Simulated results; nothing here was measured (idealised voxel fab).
The following process module bears the name voxel wiring stack.
For reference, the cross-section in this document is cut, with width 180 nm and square cells of 5 nm.
The cross-sections in this document take the form of a grid made of square cells. They are written out as bands, in order from top to bottom. Each band consists of one or more rows of cells. Top, bottom (nm), then materials left to right with widths (nm); lone material tagged "everywhere" fills the whole band edge to edge; "air" = empty space. Measure heights from 0. That's the level where, below it, the as-received wafer is all one material. The lowest band is bottomless and extends downward; write it as in "0 nm and below". Top row gets the first number, bottom row gets the second, and each row in between changes by the same step: that is how a band width like "30..40" works. Reading "nothing changed" for a step: not a cell of the cross-section changed in it. "Cavities, closed" specifies each empty space that is not open to the top and that occupies no fewer than 8 cells, using the form width x height at distance, the distance measured from the left edge and all three quantities in nm. It should be noted that, on the line of a given step, the content following the step's settings is a remark produced by the simulator itself with respect to that step. You can add "overlay nm" to a step's line. For a step with a mask, it describes how far the mask lay to the right of its planned position, and a negative number describes a lay to the left.
Process steps foreseen in the plan
step 1: op RECEIVE | material Si
step 2: op CONFORMAL_DEP | material SiO2 | thk nm 10
step 3: op DIRECTIONAL_DEP | material TiN | thk nm 5
step 4: op DIRECTIONAL_DEP | material Ru | thk nm 15
step 5: op DIRECTIONAL_DEP | material aC | thk nm 15
step 6: op PATTERN | tone cover | mask id METAL_1 | material resist | width nm 20 | pitch nm 50 | thk nm 35 | overlay nm 0
step 7: op DIRECTIONAL_ETCH | etch materials aC | depth nm 15
step 8: op STRIP | etch materials resist
step 9: op DIRECTIONAL_ETCH | etch materials Ru | depth nm 15
step 10: op DIRECTIONAL_ETCH | etch materials TiN | depth nm 5
step 11: op STRIP | etch materials aC
step 12: op FILL_DEP | material SiO2 | thk nm 10
step 13: op CMP | height nm 30
step 14: op CONFORMAL_DEP | material SiCN | thk nm 5
step 15: op DIRECTIONAL_DEP | material lowk | thk nm 15
step 16: op MASKED_ETCH | tone open | mask id PLUG_1 | width nm 15 | pitch nm 100 | etch materials lowk | depth nm 15 | overlay nm 0
step 17: op MASKED_ETCH | tone open | mask id PLUG_1 | width nm 15 | pitch nm 100 | etch materials SiCN | depth nm 5 | overlay nm 0
step 18: op CONFORMAL_DEP | material TiN | thk nm 5
step 19: op FILL_DEP | material Cu | thk nm 10
step 20: op CMP | height nm 50
step 21: op CONFORMAL_DEP | material SiCN | thk nm 5
step 22: op DIRECTIONAL_DEP | material SiO2 | thk nm 15
step 23: op MASKED_ETCH | tone open | mask id METAL_2 | width nm 20 | pitch nm 50 | etch materials SiO2 | depth nm 15 | overlay nm 0
step 24: op MASKED_ETCH | tone open | mask id METAL_2 | width nm 20 | pitch nm 50 | etch materials SiCN | depth nm 5 | overlay nm 0
step 25: op CONFORMAL_DEP | material TiN | thk nm 5
step 26: op FILL_DEP | material Ru | thk nm 5
step 27: op CMP | height nm 70
step 28: op CONFORMAL_DEP | material SiCN | thk nm 5
step 29: op DIRECTIONAL_DEP | material SiO2 | thk nm 15
step 30: op MASKED_ETCH | tone open | mask id PLUG_2 | width nm 15 | pitch nm 100 | etch materials SiO2 | depth nm 15 | overlay nm 0
step 31: op MASKED_ETCH | tone open | mask id PLUG_2 | width nm 15 | pitch nm 100 | etch materials SiCN | depth nm 5 | overlay nm 0
step 32: op EPI | material Ru | thk nm 10
step 33: op EPI | material Ru | thk nm 10
step 34: op CONFORMAL_DEP | material SiN | thk nm 5
step 35: op DIRECTIONAL_DEP | material lowk | thk nm 15
step 36: op MASKED_ETCH | tone open | mask id METAL_3 | width nm 20 | pitch nm 50 | etch materials lowk | depth nm 15 | overlay nm 0
step 37: op MASKED_ETCH | tone open | mask id METAL_3 | width nm 20 | pitch nm 50 | etch materials SiN | depth nm 5 | overlay nm 0
step 38: op CONFORMAL_DEP | material TiN | thk nm 5
step 39: op FILL_DEP | material Cu | thk nm 10
step 40: op CMP | height nm 110
step 41: op EPI | material Ru | thk nm 5
step 42: op FILL_DEP | material SiCN | thk nm 5
step 43: op DIRECTIONAL_DEP | material SiO2 | thk nm 25
step 44: op MASKED_ETCH | tone open | mask id METAL_4 | width nm 20 | pitch nm 50 | etch materials SiO2 | depth nm 15 | overlay nm 0
step 45: op MASKED_ETCH | tone open | mask id METAL_4_HOLES | width nm 15 | pitch nm 50 | etch materials SiO2 | depth nm 10 | overlay nm 0
step 46: op MASKED_ETCH | tone open | mask id METAL_4_HOLES | width nm 15 | pitch nm 50 | etch materials SiCN | depth nm 5 | overlay nm 0
step 47: op CONFORMAL_DEP | material TiN | thk nm 5
step 48: op FILL_DEP | material Cu | thk nm 10
step 49: op CMP | height nm 145
step 50: op CONFORMAL_DEP | material SiN | thk nm 5
First of two wafers: run as planned
Cross-section, incoming material, after step 1
> 0 nm and below  Si everywhere
> Cavities, closed: none
The following cross-section depicts the wafer upon completion of step 2
> 10 nm to 0 nm  SiO2 everywhere
> Below a height of 0, the structure has not been altered.
The following cross-section depicts the wafer upon completion of step 3
> 15 nm to 10 nm  TiN everywhere
> Below a height of 10, the structure has not been altered.
The following cross-section depicts the wafer upon completion of step 4
> 30 nm to 15 nm  Ru everywhere
> Below a height of 15, the structure has not been altered.
The following cross-section depicts the wafer upon completion of step 5
> 45 nm to 30 nm  aC everywhere
> Below a height of 30, the structure has not been altered.
The following cross-section depicts the wafer upon completion of step 6
> 80 nm to 45 nm  30 air  20 resist  30 air  20 resist  30 air  20 resist  30 air
> Below a height of 45, the structure has not been altered.
The following cross-section depicts the wafer upon completion of step 7
> 65 nm to 45 nm  30 air  20 resist  30 air  20 resist  30 air  20 resist  30 air
> 45 nm to 30 nm  30 air  20 aC  30 air  20 aC  30 air  20 aC  30 air
> Below a height of 30, the structure has not been altered.
The following cross-section depicts the wafer upon completion of step 8
> 45 nm to 30 nm  30 air  20 aC  30 air  20 aC  30 air  20 aC  30 air
> Below a height of 30, the structure has not been altered.
The following cross-section depicts the wafer upon completion of step 9
> 45 nm to 30 nm  30 air  20 aC  30 air  20 aC  30 air  20 aC  30 air
> 30 nm to 15 nm  30 air  20 Ru  30 air  20 Ru  30 air  20 Ru  30 air
> Below a height of 15, the structure has not been altered.
The following cross-section depicts the wafer upon completion of step 10
> 45 nm to 30 nm  30 air  20 aC  30 air  20 aC  30 air  20 aC  30 air
> 30 nm to 15 nm  30 air  20 Ru  30 air  20 Ru  30 air  20 Ru  30 air
> 15 nm to 10 nm  30 air  20 TiN  30 air  20 TiN  30 air  20 TiN  30 air
> Below a height of 10, the structure has not been altered.
The following cross-section depicts the wafer upon completion of step 11
> 30 nm to 15 nm  30 air  20 Ru  30 air  20 Ru  30 air  20 Ru  30 air
> Below a height of 15, the structure has not been altered.
The following cross-section depicts the wafer upon completion of step 12
> 40 nm to 30 nm  SiO2 everywhere
> 30 nm to 15 nm  30 SiO2  20 Ru  30 SiO2  20 Ru  30 SiO2  20 Ru  30 SiO2
> 15 nm to 10 nm  30 SiO2  20 TiN  30 SiO2  20 TiN  30 SiO2  20 TiN  30 SiO2
> Below a height of 10, the structure has not been altered.
The following cross-section depicts the wafer upon completion of step 13
> 30 nm to 15 nm  30 SiO2  20 Ru  30 SiO2  20 Ru  30 SiO2  20 Ru  30 SiO2
> Below a height of 15, the structure has not been altered.
The following cross-section depicts the wafer upon completion of step 14
> 35 nm to 30 nm  SiCN everywhere
> Below a height of 30, the structure has not been altered.
The following cross-section depicts the wafer upon completion of step 15
> 50 nm to 35 nm  lowk everywhere
> Below a height of 35, the structure has not been altered.
The following cross-section depicts the wafer upon completion of step 16
> 50 nm to 35 nm  30 lowk  15 air  85 lowk  15 air  35 lowk
> Below a height of 35, the structure has not been altered.
The following cross-section depicts the wafer upon completion of step 17
> 50 nm to 35 nm  30 lowk  15 air  85 lowk  15 air  35 lowk
> 35 nm to 30 nm  30 SiCN  15 air  85 SiCN  15 air  35 SiCN
> Below a height of 30, the structure has not been altered.
The following cross-section depicts the wafer upon completion of step 18
> 55 nm to 50 nm  35 TiN  5 air  95 TiN  5 air  40 TiN
> 50 nm to 35 nm  30 lowk  5 TiN  5 air  5 TiN  85 lowk  5 TiN  5 air  5 TiN  35 lowk
> 35 nm to 30 nm  30 SiCN  15 TiN  85 SiCN  15 TiN  35 SiCN
> Below a height of 30, the structure has not been altered.
The following cross-section depicts the wafer upon completion of step 19
> 65 nm to 55 nm  Cu everywhere
> 55 nm to 50 nm  35 TiN  5 Cu  95 TiN  5 Cu  40 TiN
> 50 nm to 35 nm  30 lowk  5 TiN  5 Cu  5 TiN  85 lowk  5 TiN  5 Cu  5 TiN  35 lowk
> Below a height of 35, the structure has not been altered.
The following cross-section depicts the wafer upon completion of step 20
> 50 nm to 35 nm  30 lowk  5 TiN  5 Cu  5 TiN  85 lowk  5 TiN  5 Cu  5 TiN  35 lowk
> Below a height of 35, the structure has not been altered.
The following cross-section depicts the wafer upon completion of step 21
> 55 nm to 50 nm  SiCN everywhere
> Below a height of 50, the structure has not been altered.
The following cross-section depicts the wafer upon completion of step 22
> 70 nm to 55 nm  SiO2 everywhere
> Below a height of 55, the structure has not been altered.
The following cross-section depicts the wafer upon completion of step 23
> 70 nm to 55 nm  30 SiO2  20 air  30 SiO2  20 air  30 SiO2  20 air  30 SiO2
> Below a height of 55, the structure has not been altered.
The following cross-section depicts the wafer upon completion of step 24
> 70 nm to 55 nm  30 SiO2  20 air  30 SiO2  20 air  30 SiO2  20 air  30 SiO2
> 55 nm to 50 nm  30 SiCN  20 air  30 SiCN  20 air  30 SiCN  20 air  30 SiCN
> Below a height of 50, the structure has not been altered.
The following cross-section depicts the wafer upon completion of step 25
> 75 nm to 70 nm  35 TiN  10 air  40 TiN  10 air  40 TiN  10 air  35 TiN
> 70 nm to 55 nm  30 SiO2  5 TiN  10 air  5 TiN  30 SiO2  5 TiN  10 air  5 TiN  30 SiO2  5 TiN  10 air  5 TiN  30 SiO2
> 55 nm to 50 nm  30 SiCN  20 TiN  30 SiCN  20 TiN  30 SiCN  20 TiN  30 SiCN
> Below a height of 50, the structure has not been altered.
The following cross-section depicts the wafer upon completion of step 26
> 80 nm to 75 nm  Ru everywhere
> 75 nm to 70 nm  35 TiN  10 Ru  40 TiN  10 Ru  40 TiN  10 Ru  35 TiN
> 70 nm to 55 nm  30 SiO2  5 TiN  10 Ru  5 TiN  30 SiO2  5 TiN  10 Ru  5 TiN  30 SiO2  5 TiN  10 Ru  5 TiN  30 SiO2
> Below a height of 55, the structure has not been altered.
The following cross-section depicts the wafer upon completion of step 27
> 70 nm to 55 nm  30 SiO2  5 TiN  10 Ru  5 TiN  30 SiO2  5 TiN  10 Ru  5 TiN  30 SiO2  5 TiN  10 Ru  5 TiN  30 SiO2
> Below a height of 55, the structure has not been altered.
The following cross-section depicts the wafer upon completion of step 28
> 75 nm to 70 nm  SiCN everywhere
> Below a height of 70, the structure has not been altered.
The following cross-section depicts the wafer upon completion of step 29
> 90 nm to 75 nm  SiO2 everywhere
> Below a height of 75, the structure has not been altered.
The following cross-section depicts the wafer upon completion of step 30
> 90 nm to 75 nm  30 SiO2  15 air  85 SiO2  15 air  35 SiO2
> Below a height of 75, the structure has not been altered.
The following cross-section depicts the wafer upon completion of step 31
> 90 nm to 75 nm  30 SiO2  15 air  85 SiO2  15 air  35 SiO2
> 75 nm to 70 nm  30 SiCN  15 air  85 SiCN  15 air  35 SiCN
> Below a height of 70, the structure has not been altered.
The following cross-section depicts the wafer upon completion of step 32
> 90 nm to 80 nm  30 SiO2  15 air  85 SiO2  15 air  35 SiO2
> 80 nm to 75 nm  30 SiO2  15 Ru  85 SiO2  15 Ru  35 SiO2
> 75 nm to 70 nm  30 SiCN  15 Ru  85 SiCN  15 Ru  35 SiCN
> Below a height of 70, the structure has not been altered.
The following cross-section depicts the wafer upon completion of step 33
> 90 nm to 75 nm  30 SiO2  15 Ru  85 SiO2  15 Ru  35 SiO2
> Below a height of 75, the structure has not been altered.
The following cross-section depicts the wafer upon completion of step 34
> 95 nm to 90 nm  SiN everywhere
> Below a height of 90, the structure has not been altered.
The following cross-section depicts the wafer upon completion of step 35
> 110 nm to 95 nm  lowk everywhere
> Below a height of 95, the structure has not been altered.
The following cross-section depicts the wafer upon completion of step 36
> 110 nm to 95 nm  30 lowk  20 air  30 lowk  20 air  30 lowk  20 air  30 lowk
> Below a height of 95, the structure has not been altered.
The following cross-section depicts the wafer upon completion of step 37
> 110 nm to 95 nm  30 lowk  20 air  30 lowk  20 air  30 lowk  20 air  30 lowk
> 95 nm to 90 nm  30 SiN  20 air  30 SiN  20 air  30 SiN  20 air  30 SiN
> Below a height of 90, the structure has not been altered.
The following cross-section depicts the wafer upon completion of step 38
> 115 nm to 110 nm  35 TiN  10 air  40 TiN  10 air  40 TiN  10 air  35 TiN
> 110 nm to 95 nm  30 lowk  5 TiN  10 air  5 TiN  30 lowk  5 TiN  10 air  5 TiN  30 lowk  5 TiN  10 air  5 TiN  30 lowk
> 95 nm to 90 nm  30 SiN  20 TiN  30 SiN  20 TiN  30 SiN  20 TiN  30 SiN
> Below a height of 90, the structure has not been altered.
The following cross-section depicts the wafer upon completion of step 39
> 125 nm to 115 nm  Cu everywhere
> 115 nm to 110 nm  35 TiN  10 Cu  40 TiN  10 Cu  40 TiN  10 Cu  35 TiN
> 110 nm to 95 nm  30 lowk  5 TiN  10 Cu  5 TiN  30 lowk  5 TiN  10 Cu  5 TiN  30 lowk  5 TiN  10 Cu  5 TiN  30 lowk
> Below a height of 95, the structure has not been altered.
The following cross-section depicts the wafer upon completion of step 40
> 110 nm to 95 nm  30 lowk  5 TiN  10 Cu  5 TiN  30 lowk  5 TiN  10 Cu  5 TiN  30 lowk  5 TiN  10 Cu  5 TiN  30 lowk
> Below a height of 95, the structure has not been altered.
The following cross-section depicts the wafer upon completion of step 41
> 115 nm to 110 nm  25 air  30 Ru  20 air  30 Ru  20 air  30 Ru  25 air
> Below a height of 110, the structure has not been altered.
The following cross-section depicts the wafer upon completion of step 42
> 120 nm to 115 nm  SiCN everywhere
> 115 nm to 110 nm  25 SiCN  30 Ru  20 SiCN  30 Ru  20 SiCN  30 Ru  25 SiCN
> Below a height of 110, the structure has not been altered.
The following cross-section depicts the wafer upon completion of step 43
> 145 nm to 120 nm  SiO2 everywhere
> Below a height of 120, the structure has not been altered.
The following cross-section depicts the wafer upon completion of step 44
> 145 nm to 130 nm  30 SiO2  20 air  30 SiO2  20 air  30 SiO2  20 air  30 SiO2
> Below a height of 130, the structure has not been altered.
The following cross-section depicts the wafer upon completion of step 45
> 145 nm to 130 nm  30 SiO2  20 air  30 SiO2  20 air  30 SiO2  20 air  30 SiO2
> 130 nm to 120 nm  30 SiO2  15 air  35 SiO2  15 air  35 SiO2  15 air  35 SiO2
> Below a height of 120, the structure has not been altered.
The following cross-section depicts the wafer upon completion of step 46
> 145 nm to 130 nm  30 SiO2  20 air  30 SiO2  20 air  30 SiO2  20 air  30 SiO2
> 130 nm to 120 nm  30 SiO2  15 air  35 SiO2  15 air  35 SiO2  15 air  35 SiO2
> 120 nm to 115 nm  30 SiCN  15 air  35 SiCN  15 air  35 SiCN  15 air  35 SiCN
> Below a height of 115, the structure has not been altered.
The following cross-section depicts the wafer upon completion of step 47
> 150 nm to 145 nm  35 TiN  10 air  40 TiN  10 air  40 TiN  10 air  35 TiN
> 145 nm to 135 nm  30 SiO2  5 TiN  10 air  5 TiN  30 SiO2  5 TiN  10 air  5 TiN  30 SiO2  5 TiN  10 air  5 TiN  30 SiO2
> 135 nm to 130 nm  30 SiO2  5 TiN  5 air  10 TiN  30 SiO2  5 TiN  5 air  10 TiN  30 SiO2  5 TiN  5 air  10 TiN  30 SiO2
> 130 nm to 120 nm  30 SiO2  5 TiN  5 air  5 TiN  35 SiO2  5 TiN  5 air  5 TiN  35 SiO2  5 TiN  5 air  5 TiN  35 SiO2
> 120 nm to 115 nm  30 SiCN  15 TiN  35 SiCN  15 TiN  35 SiCN  15 TiN  35 SiCN
> Below a height of 115, the structure has not been altered.
The following cross-section depicts the wafer upon completion of step 48
> 160 nm to 150 nm  Cu everywhere
> 150 nm to 145 nm  35 TiN  10 Cu  40 TiN  10 Cu  40 TiN  10 Cu  35 TiN
> 145 nm to 135 nm  30 SiO2  5 TiN  10 Cu  5 TiN  30 SiO2  5 TiN  10 Cu  5 TiN  30 SiO2  5 TiN  10 Cu  5 TiN  30 SiO2
> 135 nm to 130 nm  30 SiO2  5 TiN  5 Cu  10 TiN  30 SiO2  5 TiN  5 Cu  10 TiN  30 SiO2  5 TiN  5 Cu  10 TiN  30 SiO2
> 130 nm to 120 nm  30 SiO2  5 TiN  5 Cu  5 TiN  35 SiO2  5 TiN  5 Cu  5 TiN  35 SiO2  5 TiN  5 Cu  5 TiN  35 SiO2
> Below a height of 120, the structure has not been altered.
The following cross-section depicts the wafer upon completion of step 49
> 145 nm to 135 nm  30 SiO2  5 TiN  10 Cu  5 TiN  30 SiO2  5 TiN  10 Cu  5 TiN  30 SiO2  5 TiN  10 Cu  5 TiN  30 SiO2
> Below a height of 135, the structure has not been altered.
The following cross-section depicts the wafer upon completion of step 50
> 150 nm to 145 nm  SiN everywhere
> Below a height of 145, the structure has not been altered.
The second wafer was prepared from the same starting point and under the same plan as the first; its processing contained one mistake, and it remains indistinguishable from the first wafer up to and including step 27
Cross-section of the second wafer corresponding to the planned conclusion of step 28
> 85 nm to 70 nm  SiO2 everywhere
> Below a height of 70, the structure has not been altered.
Cross-section of the second wafer corresponding to the planned conclusion of step 29
> 90 nm to 85 nm  SiCN everywhere
> Below a height of 85, the structure has not been altered.
Cross-section of the second wafer corresponding to the planned conclusion of step 30: nothing changed
Cross-section of the second wafer corresponding to the planned conclusion of step 31
> 90 nm to 85 nm  30 SiCN  15 air  85 SiCN  15 air  35 SiCN
> Below a height of 85, the structure has not been altered.
Cross-section of the second wafer corresponding to the planned conclusion of step 32: nothing changed
Cross-section of the second wafer corresponding to the planned conclusion of step 33: nothing changed
Cross-section of the second wafer corresponding to the planned conclusion of step 34
> 95 nm to 90 nm  35 SiN  5 air  95 SiN  5 air  40 SiN
> 90 nm to 85 nm  30 SiCN  15 SiN  85 SiCN  15 SiN  35 SiCN
> Below a height of 85, the structure has not been altered.
Cross-section of the second wafer corresponding to the planned conclusion of step 35
> 110 nm to 105 nm  35 lowk  5 air  95 lowk  5 air  40 lowk
> 105 nm to 95 nm  lowk everywhere
> 95 nm to 90 nm  35 SiN  5 lowk  95 SiN  5 lowk  40 SiN
> Below a height of 90, the structure has not been altered.
Cross-section of the second wafer corresponding to the planned conclusion of step 36
> 110 nm to 95 nm  30 lowk  20 air  30 lowk  20 air  30 lowk  20 air  30 lowk
> 95 nm to 90 nm  35 SiN  5 air  95 SiN  5 air  40 SiN
> Below a height of 90, the structure has not been altered.
Cross-section of the second wafer corresponding to the planned conclusion of step 37
> 110 nm to 95 nm  30 lowk  20 air  30 lowk  20 air  30 lowk  20 air  30 lowk
> 95 nm to 90 nm  30 SiN  20 air  30 SiN  20 air  30 SiN  20 air  30 SiN
> 90 nm to 85 nm  30 SiCN  5 SiN  5 air  5 SiN  85 SiCN  5 SiN  5 air  5 SiN  35 SiCN
> Below a height of 85, the structure has not been altered.
Cross-section of the second wafer corresponding to the planned conclusion of step 38
> 115 nm to 110 nm  35 TiN  10 air  40 TiN  10 air  40 TiN  10 air  35 TiN
> 110 nm to 95 nm  30 lowk  5 TiN  10 air  5 TiN  30 lowk  5 TiN  10 air  5 TiN  30 lowk  5 TiN  10 air  5 TiN  30 lowk
> 95 nm to 90 nm  30 SiN  20 TiN  30 SiN  20 TiN  30 SiN  20 TiN  30 SiN
> 90 nm to 85 nm  30 SiCN  5 SiN  5 TiN  5 SiN  85 SiCN  5 SiN  5 TiN  5 SiN  35 SiCN
> Below a height of 85, the structure has not been altered.
Cross-section of the second wafer corresponding to the planned conclusion of step 39
> 125 nm to 115 nm  Cu everywhere
> 115 nm to 110 nm  35 TiN  10 Cu  40 TiN  10 Cu  40 TiN  10 Cu  35 TiN
> 110 nm to 95 nm  30 lowk  5 TiN  10 Cu  5 TiN  30 lowk  5 TiN  10 Cu  5 TiN  30 lowk  5 TiN  10 Cu  5 TiN  30 lowk
> Below a height of 95, the structure has not been altered.
Cross-section of the second wafer corresponding to the planned conclusion of step 40
> 110 nm to 95 nm  30 lowk  5 TiN  10 Cu  5 TiN  30 lowk  5 TiN  10 Cu  5 TiN  30 lowk  5 TiN  10 Cu  5 TiN  30 lowk
> Below a height of 95, the structure has not been altered.
Cross-section of the second wafer corresponding to the planned conclusion of step 41
> 115 nm to 110 nm  25 air  30 Ru  20 air  30 Ru  20 air  30 Ru  25 air
> Below a height of 110, the structure has not been altered.
Cross-section of the second wafer corresponding to the planned conclusion of step 42
> 120 nm to 115 nm  SiCN everywhere
> 115 nm to 110 nm  25 SiCN  30 Ru  20 SiCN  30 Ru  20 SiCN  30 Ru  25 SiCN
> Below a height of 110, the structure has not been altered.
Cross-section of the second wafer corresponding to the planned conclusion of step 43
> 145 nm to 120 nm  SiO2 everywhere
> Below a height of 120, the structure has not been altered.
Cross-section of the second wafer corresponding to the planned conclusion of step 44
> 145 nm to 130 nm  30 SiO2  20 air  30 SiO2  20 air  30 SiO2  20 air  30 SiO2
> Below a height of 130, the structure has not been altered.
Cross-section of the second wafer corresponding to the planned conclusion of step 45
> 145 nm to 130 nm  30 SiO2  20 air  30 SiO2  20 air  30 SiO2  20 air  30 SiO2
> 130 nm to 120 nm  30 SiO2  15 air  35 SiO2  15 air  35 SiO2  15 air  35 SiO2
> Below a height of 120, the structure has not been altered.
Cross-section of the second wafer corresponding to the planned conclusion of step 46
> 145 nm to 130 nm  30 SiO2  20 air  30 SiO2  20 air  30 SiO2  20 air  30 SiO2
> 130 nm to 120 nm  30 SiO2  15 air  35 SiO2  15 air  35 SiO2  15 air  35 SiO2
> 120 nm to 115 nm  30 SiCN  15 air  35 SiCN  15 air  35 SiCN  15 air  35 SiCN
> Below a height of 115, the structure has not been altered.
Cross-section of the second wafer corresponding to the planned conclusion of step 47
> 150 nm to 145 nm  35 TiN  10 air  40 TiN  10 air  40 TiN  10 air  35 TiN
> 145 nm to 135 nm  30 SiO2  5 TiN  10 air  5 TiN  30 SiO2  5 TiN  10 air  5 TiN  30 SiO2  5 TiN  10 air  5 TiN  30 SiO2
> 135 nm to 130 nm  30 SiO2  5 TiN  5 air  10 TiN  30 SiO2  5 TiN  5 air  10 TiN  30 SiO2  5 TiN  5 air  10 TiN  30 SiO2
> 130 nm to 120 nm  30 SiO2  5 TiN  5 air  5 TiN  35 SiO2  5 TiN  5 air  5 TiN  35 SiO2  5 TiN  5 air  5 TiN  35 SiO2
> 120 nm to 115 nm  30 SiCN  15 TiN  35 SiCN  15 TiN  35 SiCN  15 TiN  35 SiCN
> Below a height of 115, the structure has not been altered.
Cross-section of the second wafer corresponding to the planned conclusion of step 48
> 160 nm to 150 nm  Cu everywhere
> 150 nm to 145 nm  35 TiN  10 Cu  40 TiN  10 Cu  40 TiN  10 Cu  35 TiN
> 145 nm to 135 nm  30 SiO2  5 TiN  10 Cu  5 TiN  30 SiO2  5 TiN  10 Cu  5 TiN  30 SiO2  5 TiN  10 Cu  5 TiN  30 SiO2
> 135 nm to 130 nm  30 SiO2  5 TiN  5 Cu  10 TiN  30 SiO2  5 TiN  5 Cu  10 TiN  30 SiO2  5 TiN  5 Cu  10 TiN  30 SiO2
> 130 nm to 120 nm  30 SiO2  5 TiN  5 Cu  5 TiN  35 SiO2  5 TiN  5 Cu  5 TiN  35 SiO2  5 TiN  5 Cu  5 TiN  35 SiO2
> Below a height of 120, the structure has not been altered.
Cross-section of the second wafer corresponding to the planned conclusion of step 49
> 145 nm to 135 nm  30 SiO2  5 TiN  10 Cu  5 TiN  30 SiO2  5 TiN  10 Cu  5 TiN  30 SiO2  5 TiN  10 Cu  5 TiN  30 SiO2
> Below a height of 135, the structure has not been altered.
Cross-section of the second wafer corresponding to the planned conclusion of step 50
> 150 nm to 145 nm  SiN everywhere
> Below a height of 145, the structure has not been altered.
Plan not followed: steps 28 and 29 of the plan were run in the wrong order, each in the other's place
FYI, end of process, the second wafer has more or fewer cells of some materials than the first: Ru -24 | SiN +4 | SiO2 +18 | TiN +2
